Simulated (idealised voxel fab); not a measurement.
Process module heading - voxel capacitor over wiring
Cross-section cut: width 245 nm, square cells of 5 nm.
We lay out every cross-section as a grid of square cells and spell it out in bands from the top down, where one band means one or more rows of cells.
Top, bottom (nm), then materials left to right with widths (nm); lone material tagged "full width" fills the whole band edge to edge; "empty" = empty space.
The reference from which all heights are counted is 0, the level beneath which the as-received wafer is entirely one material; the lowest band, having no lower bound, proceeds downward and is written after the example "from 0 down".
It should be noted that a width expressed as "30 to 40" varies in equal increments from row to row of cells within the band, taking the value of the first number at the top row and that of the second number at the bottom row.
Any step labelled "nothing altered" changed none of the cells in the cross-section.
This entry, "Unvented internal voids", enumerates those empty regions of no fewer than 8 cells that possess no open connection to the top. Each region is reported in the form width x height at distance, the distance being taken from the left edge, with all three quantities expressed in nm.
Formally, on a step line, whatever follows the settings is a remark that the simulator itself makes on the step.
Steps that use a mask can have "overlay nm" on their line. It says how far the mask sat to the right of where it was meant to be. Negative means to the left.
-- The process steps that were planned are listed below
step 1: RECEIVE with material Si
step 2: CONFORMAL_DEP with material SiO2, thk nm 10
step 3: DIRECTIONAL_DEP with material TiN, thk nm 5
step 4: DIRECTIONAL_DEP with material Ru, thk nm 15
step 5: PATTERN with tone cover, mask id METAL_1, material resist, width nm 20, pitch nm 85, thk nm 20, overlay nm 0
step 6: DIRECTIONAL_ETCH with etch materials Ru, depth nm 15
step 7: DIRECTIONAL_ETCH with etch materials TiN, depth nm 5
step 8: STRIP with etch materials resist
step 9: CONFORMAL_DEP with material SiN, thk nm 5
step 10: FILL_DEP with material SiO2, thk nm 10
step 11: CMP with height nm 30
step 12: CONFORMAL_DEP with material SiCN, thk nm 5
step 13: DIRECTIONAL_DEP with material SiO2, thk nm 15
step 14: DIRECTIONAL_DEP with material aC, thk nm 10
step 15: PATTERN with tone open, mask id PLUG_1, material resist, width nm 15, thk nm 25, overlay nm 0
step 16: DIRECTIONAL_ETCH with etch materials aC, depth nm 10
step 17: STRIP with etch materials resist
step 18: DIRECTIONAL_ETCH with etch materials SiO2, depth nm 15
step 19: DIRECTIONAL_ETCH with etch materials SiCN, depth nm 5
step 20: STRIP with etch materials aC
step 21: EPI with material Ru, thk nm 10
step 22: EPI with material Ru, thk nm 10
step 23: DIRECTIONAL_DEP with material TiN, thk nm 10
step 24: DIRECTIONAL_DEP with material SiN, thk nm 5
step 25: DIRECTIONAL_DEP with material TiN, thk nm 10
step 26: PATTERN with tone cover, mask id UPPER_PLATE, material resist, width nm 70, thk nm 15, overlay nm 0
step 27: DIRECTIONAL_ETCH with etch materials TiN, depth nm 10
step 28: DIRECTIONAL_ETCH with etch materials SiN, depth nm 5
step 29: STRIP with etch materials resist
step 30: PATTERN with tone cover, mask id LOWER_PLATE, material resist, width nm 80, thk nm 15, overlay nm 0
step 31: DIRECTIONAL_ETCH with etch materials TiN, depth nm 10
step 32: STRIP with etch materials resist
step 33: FILL_DEP with material SiO2, thk nm 20
step 34: CMP with height nm 90
step 35: PATTERN with tone open, mask id PLUG_2, material resist, width nm 15, thk nm 15, overlay nm 0
step 36: DIRECTIONAL_ETCH with etch materials SiO2, depth nm 15
step 37: STRIP with etch materials resist
step 38: CONFORMAL_DEP with material TiN, thk nm 5
step 39: FILL_DEP with material W, thk nm 10
step 40: CMP with height nm 90
step 41: CONFORMAL_DEP with material SiN, thk nm 5
-- Step 1 complete: cross-section of the wafer as received
	from 0 down  Si full width
	Unvented internal voids: none
-- Post-module cross-section: identical start and plan to those above, one misstep in execution
	from 95 to 90  SiN full width
	from 90 to 85  85 of SiO2, then 15 of TiN, then 145 of SiO2
	from 85 to 75  75 of SiO2, then 25 of TiN, then 145 of SiO2
	from 75 to 70  75 of SiO2, then 25 of SiN, then 45 of TiN, then 100 of SiO2
	from 70 to 65  70 of SiO2, then 75 of TiN, then 100 of SiO2
	from 65 to 60  70 of SiO2, then 30 of TiN, then 45 of SiN, then 100 of SiO2
	from 60 to 50  65 of SiO2, then 35 of Ru, then 50 of TiN, then 95 of SiO2
	from 50 to 35  75 of SiO2, then 15 of Ru, then 155 of SiO2
	from 35 to 30  75 of SiCN, then 15 of Ru, then 155 of SiCN
	from 30 to 15  65 of SiO2, then 5 of SiN, then 20 of Ru, then 5 of SiN, then 55 of SiO2, then 5 of SiN, then 20 of Ru, then 5 of SiN, then 65 of SiO2
	from 15 to 10  70 of SiN, then 20 of TiN, then 65 of SiN, then 20 of TiN, then 70 of SiN
	from 10 to 0  SiO2 full width
	from 0 down  Si full width
	Unvented internal voids: none
In executing the process, a mistake was made relative to the plan: a duplicate execution occurred for one of the equivalent steps 21 and 22, which one being indeterminable
